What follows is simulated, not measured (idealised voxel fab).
This section sets out a process module, namely voxel double patterning.
Shown is cross-section cut, with a width of 180 nm and square cells of size 5 nm.
Format of a cross-section: grid, square cells. Given as bands. Order: top down. Band: one or more rows of cells. First you get the band's top height and its bottom height, in nm, and then the materials it's made of, left to right, with each width in nm. If you see a single material with "full width", that one covers the band edge to edge. "blank" is empty space. Below 0: as-received wafer, all one material; heights counted from there. Lowest band: no bottom, goes on down, written "0 -> down". Top row gets the first number, bottom row gets the second, and each row in between changes by the same step: that is how a band width like "30..40" works. What does "nothing got changed" mean for a step? It means no cell of the cross-section changed in that step. So "Closed void list" is basically the list of trapped voids: any empty space of 8 cells or more that can't reach the top through an opening. They're written width x height at distance, the distance being from the left edge, and it's all nm. On each step's line, the part that comes after the settings is the simulator's own comment on the step. The optional step-line setting "overlay nm" applies to steps with a mask and quantifies how far to the right of its planned location the mask lay, a negative value indicating leftward placement.
# These are the steps we planned for the process
1) RECEIVE, material Si
2) CONFORMAL_DEP, material SiO2, thk nm 10
3) DIRECTIONAL_DEP, material W, thk nm 20
4) DIRECTIONAL_DEP, material SiN, thk nm 5
5) PATTERN, tone open, mask id FIRST, material resist, width nm 15, pitch nm 50, thk nm 15, overlay nm 0
6) DIRECTIONAL_ETCH, etch materials SiN, depth nm 5
7) STRIP, etch materials resist
8) DIRECTIONAL_DEP, material aC, thk nm 15
9) PATTERN, tone open, mask id SECOND, material resist, width nm 15, pitch nm 50, thk nm 30, overlay nm 0
10) DIRECTIONAL_ETCH, etch materials aC, depth nm 15
11) STRIP, etch materials resist
12) DIRECTIONAL_ETCH, etch materials SiN, depth nm 5
13) STRIP, etch materials aC
14) DIRECTIONAL_ETCH, etch materials W, depth nm 20
15) STRIP, etch materials SiN
# Wafer as received: cross-section following step 1
    0 -> down: Si full width
    Closed void list: none
# Starting structure and process plan are as shown above, but one mistake was made in running the module; the wafer cross-section at the end of the module follows
    30 -> 10: 30 of blank | 15 of W | 35 of blank | 15 of W | 35 of blank | 15 of W | 35 of blank
    10 -> 0: SiO2 full width
    0 -> down: Si full width
    Closed void list: none
Where did the run depart from the plan? for step 5, the planned setting was not used; the step was instead run as PATTERN, tone cover, mask id FIRST, material resist, width nm 15, pitch nm 50, thk nm 15, overlay nm 0
